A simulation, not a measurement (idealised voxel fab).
process module | voxel local oxidation
cross-section cut | 285 nm wide | cells 5 nm
A cross-section is a grid of square cells, given in bands from the top down. A band is one or more rows of cells.
Each band's line starts with the height of the band's top and of its bottom, in nm. Then come its materials from left to right, each with its width in nm. One material with "throughout" fills the band from edge to edge. "air" is empty space.
Height 0 is the level under which the wafer as received is all one material. The lowest band goes on downwards, as in "0 down".
A width such as "30 to 40" changes by the same amount from each row of cells to the next, from the band's top row to its bottom row.
"no change" after a step means that no cell of the cross-section changed.
closed voids: empty space of 8 cells or more with no open way to the top, each as width x height at its distance from the left edge, in nm
after a step's settings: what the simulator itself notes on the step
overlay nm, on a step with a mask: how far to the right of its planned place the mask lay; to the left if negative
plan
1 op RECEIVE | material Si
2 op OXIDIZE | depth nm 5
3 op CONFORMAL_DEP | material SiN | thk nm 10
4 op DIRECTIONAL_DEP | material aC | thk nm 10
5 op PATTERN | tone cover | mask id ACTIVE | material resist | width nm 100 | thk nm 25 | overlay nm 0
6 op DIRECTIONAL_ETCH | etch materials aC | depth nm 10
7 op STRIP | etch materials resist
8 op DIRECTIONAL_ETCH | etch materials SiN | depth nm 10
9 op STRIP | etch materials aC
10 op SELECTIVE_ETCH | etch materials SiO2 | depth nm 5
11 op OXIDIZE | depth nm 10
12 op STRIP | etch materials SiN
as received, after step 1
  0 down: Si throughout
  closed voids: none
a wafer at the end: this start, this plan, one mistake
  5 to -5: SiO2 throughout
  -5 down: Si throughout
  closed voids: none
what went wrong: step 3 ran as: op CONFORMAL_DEP | material SiO2 | thk nm 10
